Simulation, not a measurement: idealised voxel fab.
process module | voxel gate over fins
cross-section cut | 285 nm wide | cells 5 nm
A cross-section is a grid of square cells, given in bands from the top down. A band is one or more rows of cells.
Each band's line starts with the height of the band's top and of its bottom, in nm. Then come its materials from left to right, each with its width in nm. One material with "throughout" fills the band from edge to edge. "air" is empty space.
Height 0 is the level under which the wafer as received is all one material. The lowest band goes on downwards, as in "0 down".
A width such as "30 to 40" changes by the same amount from each row of cells to the next, from the band's top row to its bottom row.
"no change" after a step means that no cell of the cross-section changed.
closed voids: empty space of 8 cells or more with no open way to the top, each as width x height at its distance from the left edge, in nm
after a step's settings: what the simulator itself notes on the step
overlay nm, on a step with a mask: how far to the right of its planned place the mask lay; to the left if negative
plan
1 op RECEIVE | material Si
2 op CONFORMAL_DEP | material SiN | thk nm 10
3 op PATTERN | tone cover | mask id FINS | material resist | width nm 15 | pitch nm 40 | thk nm 15 | overlay nm 0
4 op DIRECTIONAL_ETCH | etch materials SiN | depth nm 10
5 op DIRECTIONAL_ETCH | etch materials Si | depth nm 30
6 op STRIP | etch materials resist
7 op FILL_DEP | material SiO2 | thk nm 5
8 op CMP | height nm 10
9 op SELECTIVE_ETCH | etch materials SiO2 | depth nm 25
10 op STRIP | etch materials SiN
11 op CONFORMAL_DEP | material HfO2 | thk nm 5
12 op CONFORMAL_DEP | material TiN | thk nm 5
13 op FILL_DEP | material W | thk nm 10
14 op CMP | height nm 15
15 op CONFORMAL_DEP | material SiCN | thk nm 10
as received, after step 1
  0 down: Si throughout
  closed voids: none
a wafer at the end: this start, this plan, one mistake
  25 to 15: SiCN throughout
  15 to 10: W throughout
  10 to 5: W 115 | TiN 35 | W 5 | TiN 35 | W 95
  5 to 0: W 115 | TiN 5 | HfO2 25 | TiN 5 | W 5 | TiN 5 | HfO2 25 | TiN 5 | W 95
  0 to -5: W 115 | TiN 5 | HfO2 5 | Si 15 | HfO2 5 | TiN 5 | W 5 | TiN 5 | HfO2 5 | Si 15 | HfO2 5 | TiN 5 | W 95
  -5 to -10: TiN 120 | HfO2 5 | Si 15 | HfO2 5 | TiN 15 | HfO2 5 | Si 15 | HfO2 5 | TiN 100
  -10 to -15: HfO2 125 | Si 15 | HfO2 25 | Si 15 | HfO2 105
  -15 to -30: SiO2 125 | Si 15 | SiO2 25 | Si 15 | SiO2 105
  -30 down: Si throughout
  closed voids: none
what went wrong: step 3 ran as: op PATTERN | tone cover | mask id FINS | material resist | width nm 15 | pitch nm 40 | thk nm 15 | overlay nm 10
